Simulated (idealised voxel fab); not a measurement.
Name of the process module below: voxel fin reveal
Section cut is 175 nm wide and gridded with 5 nm square cells.
We lay out every cross-section as a grid of square cells and spell it out in bands from the top down, where one band means one or more rows of cells. This entry defines a band. It first specifies the height of the band's top and the height of its bottom in nm, and then specifies the band's materials from left to right, stating each material with its width in nm. The word "full width" identifies a single material that fills the band from edge to edge, while the word "air" identifies empty space. Height 0 is the level under which the wafer as received is all one material. The lowest band goes on downwards, as in "from 0 down". Quick explanation for "30->40": the width changes in equal steps down the rows of cells, from the first number in the band's top row to the second number in its bottom row. For the purposes of this document, the phrase "identical to before" attached to a step denotes that no cell within the cross-section was modified by that step. The list in "Closed cavities" covers empty spaces of 8 cells or more that cannot reach the top through any open way, and it gives each as width x height at distance; the distance is from the left edge, and width, height and distance are in nm. It should be noted that, on the line of a given step, the content following the step's settings is a remark produced by the simulator itself with respect to that step. Each step line may optionally specify "overlay nm", which for a step with a mask gives the rightward distance between the mask's planned place and where it lay, a negative value indicating the leftward direction. Pairs from here to the end. Each: cross-section before one process step, cross-section after it, the latter only as far down as the lowest band that changed. Under each: the step between, and its settings. Mind that the pairs may be taken from different runs of this module on the same starting wafer; whether a pair continues from the pair above depends on its entry headed "Incoming structure", and it does only where that entry says so.

Incoming structure:
	from 0 down | Si full width
	Closed cavities: none

Sectional Result:
	from 5 to 0 | SiN full width
	Nothing below the height 0 has changed.
	Closed cavities: none
Step applied between the pre-step and post-step cross-sections shown above: CONFORMAL_DEP (material SiN; thk nm 5)

Incoming structure: cross-section not repeated; it is the one shown after the step in the pair just above.

Sectional Result:
	from 5 to 0 | air=40 | SiN=15 | air=25 | SiN=15 | air=25 | SiN=15 | air=40
	Nothing below the height 0 has changed.
	Closed cavities: none
Step applied between the pre-step and post-step cross-sections shown above: MASKED_ETCH (tone cover; mask id FINS; width nm 15; pitch nm 40; etch materials SiN; depth nm 5; overlay nm 0)

Incoming structure: cross-section not repeated; it is the one shown after the step in the pair just above.

Sectional Result:
	from 5 to 0 | air=40 | SiN=15 | air=25 | SiN=15 | air=25 | SiN=15 | air=40
	from 0 to -35 | air=40 | Si=15 | air=25 | Si=15 | air=25 | Si=15 | air=40
	Nothing below the height -35 has changed.
	Closed cavities: none
Step applied between the pre-step and post-step cross-sections shown above: MASKED_ETCH (tone cover; mask id FINS; width nm 15; pitch nm 40; etch materials Si; depth nm 35; overlay nm 0)

Incoming structure: cross-section not repeated; it is the one shown after the step in the pair just above.

Sectional Result:
	from 15 to 5 | SiO2 full width
	from 5 to 0 | SiO2=40 | SiN=15 | SiO2=25 | SiN=15 | SiO2=25 | SiN=15 | SiO2=40
	from 0 to -35 | SiO2=40 | Si=15 | SiO2=25 | Si=15 | SiO2=25 | Si=15 | SiO2=40
	Nothing below the height -35 has changed.
	Closed cavities: none
Step applied between the pre-step and post-step cross-sections shown above: FILL_DEP (material SiO2; thk nm 10)

Incoming structure: cross-section not repeated; it is the one shown after the step in the pair just above.

Sectional Result:
	from 5 to 0 | SiO2=40 | SiN=15 | SiO2=25 | SiN=15 | SiO2=25 | SiN=15 | SiO2=40
	Nothing below the height 0 has changed.
	Closed cavities: none
Step applied between the pre-step and post-step cross-sections shown above: CMP (height nm 5)

Incoming structure: cross-section not repeated; it is the one shown after the step in the pair just above.

Sectional Result:
	from 5 to 0 | air=40 | SiN=15 | air=25 | SiN=15 | air=25 | SiN=15 | air=40
	from 0 to -15 | air=40 | Si=15 | air=25 | Si=15 | air=25 | Si=15 | air=40
	Nothing below the height -15 has changed.
	Closed cavities: none
Step applied between the pre-step and post-step cross-sections shown above: SELECTIVE_ETCH (etch materials SiO2; depth nm 20)

Incoming structure: cross-section not repeated; it is the one shown after the step in the pair just above.

Sectional Result:
	from 0 to -15 | air=40 | Si=15 | air=25 | Si=15 | air=25 | Si=15 | air=40
	Nothing below the height -15 has changed.
	Closed cavities: none
Step applied between the pre-step and post-step cross-sections shown above: STRIP (etch materials SiN)

Incoming structure:
	from 5 to 0 | air=40 | SiN=15 | air=25 | SiN=15 | air=25 | SiN=15 | air=40
	from 0 to -35 | air=40 | Si=15 | air=25 | Si=15 | air=25 | Si=15 | air=40
	from -35 down | Si full width
	Closed cavities: none

Sectional Result:
	from 5 to 0 | air=40 | SiN=15 | air=25 | SiN=15 | air=25 | SiN=15 | air=40
	from 0 to -70 | air=40 | Si=15 | air=25 | Si=15 | air=25 | Si=15 | air=40
	Nothing below the height -70 has changed.
	Closed cavities: none
Step applied between the pre-step and post-step cross-sections shown above: MASKED_ETCH (tone cover; mask id FINS; width nm 15; pitch nm 40; etch materials Si; depth nm 35; overlay nm 0)

Incoming structure: cross-section not repeated; it is the one shown after the step in the pair just above.

Sectional Result:
	from 15 to 5 | SiO2 full width
	from 5 to 0 | SiO2=40 | SiN=15 | SiO2=25 | SiN=15 | SiO2=25 | SiN=15 | SiO2=40
	from 0 to -70 | SiO2=40 | Si=15 | SiO2=25 | Si=15 | SiO2=25 | Si=15 | SiO2=40
	Nothing below the height -70 has changed.
	Closed cavities: none
Step applied between the pre-step and post-step cross-sections shown above: FILL_DEP (material SiO2; thk nm 10)

Incoming structure: cross-section not repeated; it is the one shown after the step in the pair just above.

Sectional Result:
	from 5 to 0 | SiO2=40 | SiN=15 | SiO2=25 | SiN=15 | SiO2=25 | SiN=15 | SiO2=40
	Nothing below the height 0 has changed.
	Closed cavities: none
Step applied between the pre-step and post-step cross-sections shown above: CMP (height nm 5)

Incoming structure: cross-section not repeated; it is the one shown after the step in the pair just above.

Sectional Result:
	from 5 to 0 | air=40 | SiN=15 | air=25 | SiN=15 | air=25 | SiN=15 | air=40
	from 0 to -15 | air=40 | Si=15 | air=25 | Si=15 | air=25 | Si=15 | air=40
	Nothing below the height -15 has changed.
	Closed cavities: none
Step applied between the pre-step and post-step cross-sections shown above: SELECTIVE_ETCH (etch materials SiO2; depth nm 20)

Incoming structure: cross-section not repeated; it is the one shown after the step in the pair just above.

Sectional Result:
	from 0 to -15 | air=40 | Si=15 | air=25 | Si=15 | air=25 | Si=15 | air=40
	Nothing below the height -15 has changed.
	Closed cavities: none
Step applied between the pre-step and post-step cross-sections shown above: STRIP (etch materials SiN)

Incoming structure:
	from 5 to 0 | SiO2=40 | SiN=15 | SiO2=25 | SiN=15 | SiO2=25 | SiN=15 | SiO2=40
	from 0 to -35 | SiO2=40 | Si=15 | SiO2=25 | Si=15 | SiO2=25 | Si=15 | SiO2=40
	from -35 down | Si full width
	Closed cavities: none

Sectional Result:
	from 5 to 0 | SiO2=40 | air=15 | SiO2=25 | air=15 | SiO2=25 | air=15 | SiO2=40
	Nothing below the height 0 has changed.
	Closed cavities: none
Step applied between the pre-step and post-step cross-sections shown above: STRIP (etch materials SiN)

Incoming structure: cross-section not repeated; it is the one shown after the step in the pair just above.

Sectional Result:
	from 0 to -15 | air=40 | Si=15 | air=25 | Si=15 | air=25 | Si=15 | air=40
	from -15 to -20 | SiO2=20 | air=20 | Si=15 | air=25 | Si=15 | air=25 | Si=15 | air=20 | SiO2=20
	Nothing below the height -20 has changed.
	Closed cavities: none
Step applied between the pre-step and post-step cross-sections shown above: SELECTIVE_ETCH (etch materials SiO2; depth nm 20)

Incoming structure:
	from 5 to 0 | air=40 | SiN=15 | air=25 | SiN=15 | air=25 | SiN=15 | air=40
	from 0 down | Si full width
	Closed cavities: none

Sectional Result:
	from 5 to 0 | air=40 | SiN=15 | air=25 | SiN=15 | air=25 | SiN=15 | air=40
	from 0 to -45 | air=40 | Si=15 | air=25 | Si=15 | air=25 | Si=15 | air=40
	Nothing below the height -45 has changed.
	Closed cavities: none
Step applied between the pre-step and post-step cross-sections shown above: MASKED_ETCH (tone cover; mask id FINS; width nm 15; pitch nm 40; etch materials Si; depth nm 45; overlay nm 0)

Incoming structure: cross-section not repeated; it is the one shown after the step in the pair just above.

Sectional Result:
	from 15 to 5 | SiO2 full width
	from 5 to 0 | SiO2=40 | SiN=15 | SiO2=25 | SiN=15 | SiO2=25 | SiN=15 | SiO2=40
	from 0 to -45 | SiO2=40 | Si=15 | SiO2=25 | Si=15 | SiO2=25 | Si=15 | SiO2=40
	Nothing below the height -45 has changed.
	Closed cavities: none
Step applied between the pre-step and post-step cross-sections shown above: FILL_DEP (material SiO2; thk nm 10)

Incoming structure: cross-section not repeated; it is the one shown after the step in the pair just above.

Sectional Result:
	from 5 to 0 | SiO2=40 | SiN=15 | SiO2=25 | SiN=15 | SiO2=25 | SiN=15 | SiO2=40
	Nothing below the height 0 has changed.
	Closed cavities: none
Step applied between the pre-step and post-step cross-sections shown above: CMP (height nm 5)

Incoming structure: cross-section not repeated; it is the one shown after the step in the pair just above.

Sectional Result:
	from 5 to 0 | air=40 | SiN=15 | air=25 | SiN=15 | air=25 | SiN=15 | air=40
	from 0 to -15 | air=40 | Si=15 | air=25 | Si=15 | air=25 | Si=15 | air=40
	Nothing below the height -15 has changed.
	Closed cavities: none
Step applied between the pre-step and post-step cross-sections shown above: SELECTIVE_ETCH (etch materials SiO2; depth nm 20)

Incoming structure: cross-section not repeated; it is the one shown after the step in the pair just above.

Sectional Result:
	from 0 to -15 | air=40 | Si=15 | air=25 | Si=15 | air=25 | Si=15 | air=40
	Nothing below the height -15 has changed.
	Closed cavities: none
Step applied between the pre-step and post-step cross-sections shown above: STRIP (etch materials SiN)

Incoming structure:
	from 5 to 0 | air=40 | SiN=15 | air=25 | SiN=15 | air=25 | SiN=15 | air=40
	from 0 to -15 | air=40 | Si=15 | air=25 | Si=15 | air=25 | Si=15 | air=40
	from -15 to -35 | SiO2=40 | Si=15 | SiO2=25 | Si=15 | SiO2=25 | Si=15 | SiO2=40
	from -35 down | Si full width
	Closed cavities: none

Sectional Result:
	from 5 to 0 | air=40 | SiN=15 | air=25 | SiN=15 | air=25 | SiN=15 | air=40
	from 0 to -35 | air=40 | Si=15 | air=25 | Si=15 | air=25 | Si=15 | air=40
	Nothing below the height -35 has changed.
	Closed cavities: none
Step applied between the pre-step and post-step cross-sections shown above: STRIP (etch materials SiO2)
